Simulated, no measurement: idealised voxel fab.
process module | voxel self aligned vias
cross-section cut | 235 nm wide | cells 5 nm
A cross-section is a grid of square cells, given in bands from the top down. A band is one or more rows of cells.
Each band's line starts with the height of the band's top and of its bottom, in nm. Then come its materials from left to right, each with its width in nm. One material with "throughout" fills the band from edge to edge. "air" is empty space.
Height 0 is the level under which the wafer as received is all one material. The lowest band goes on downwards, as in "0 down".
A width such as "30 to 40" changes by the same amount from each row of cells to the next, from the band's top row to its bottom row.
"no change" after a step means that no cell of the cross-section changed.
closed voids: empty space of 8 cells or more with no open way to the top, each as width x height at its distance from the left edge, in nm
after a step's settings: what the simulator itself notes on the step
overlay nm, on a step with a mask: how far to the right of its planned place the mask lay; to the left if negative
plan
1 op RECEIVE | material Si
2 op CONFORMAL_DEP | material SiO2 | thk nm 10
3 op CONFORMAL_DEP | material SiCN | thk nm 5
4 op DIRECTIONAL_DEP | material lowk | thk nm 20
5 op PATTERN | tone open | mask id LINES | material resist | width nm 20 | pitch nm 60 | thk nm 20 | overlay nm 0
6 op DIRECTIONAL_ETCH | etch materials lowk | depth nm 20
7 op STRIP | etch materials resist
8 op CONFORMAL_DEP | material TiN | thk nm 5
9 op FILL_DEP | material W | thk nm 5
10 op CMP | height nm 35
11 op SELECTIVE_ETCH | etch materials W Ru TiN | depth nm 10
12 op FILL_DEP | material SiN | thk nm 10
13 op CMP | height nm 35
14 op DIRECTIONAL_DEP | material lowk | thk nm 15
15 op PATTERN | tone open | mask id VIAS | material resist | width nm 40 | pitch nm 60 | thk nm 20 | overlay nm 0
16 op DIRECTIONAL_ETCH | etch materials lowk | depth nm 15
17 op DIRECTIONAL_ETCH | etch materials SiN | depth nm 10
18 op STRIP | etch materials resist
19 op CONFORMAL_DEP | material TiN | thk nm 5
20 op FILL_DEP | material W | thk nm 5
21 op CMP | height nm 50
22 op CONFORMAL_DEP | material SiCN | thk nm 5
as received, after step 1
  0 down: Si throughout
  closed voids: none
a wafer at the end: this start, this plan, one mistake
  55 to 50: SiCN throughout
  50 to 35: lowk 35 | TiN 5 | W 30 | TiN 5 | lowk 20 | TiN 5 | W 30 | TiN 5 | lowk 20 | TiN 5 | W 30 | TiN 5 | lowk 40
  35 to 30: lowk 35 | TiN 15 | W 10 | TiN 15 | lowk 20 | TiN 15 | W 10 | TiN 15 | lowk 20 | TiN 15 | W 10 | TiN 15 | lowk 40
  30 to 25: lowk 45 | TiN 20 | lowk 40 | TiN 20 | lowk 40 | TiN 20 | lowk 50
  25 to 20: lowk 45 | TiN 5 | W 10 | TiN 5 | lowk 40 | TiN 5 | W 10 | TiN 5 | lowk 40 | TiN 5 | W 10 | TiN 5 | lowk 50
  20 to 15: lowk 45 | TiN 20 | lowk 40 | TiN 20 | lowk 40 | TiN 20 | lowk 50
  15 to 10: SiCN throughout
  10 to 0: SiO2 throughout
  0 down: Si throughout
  closed voids: none
what went wrong: step 16 ran as: op DIRECTIONAL_ETCH | etch materials lowk | depth nm 20
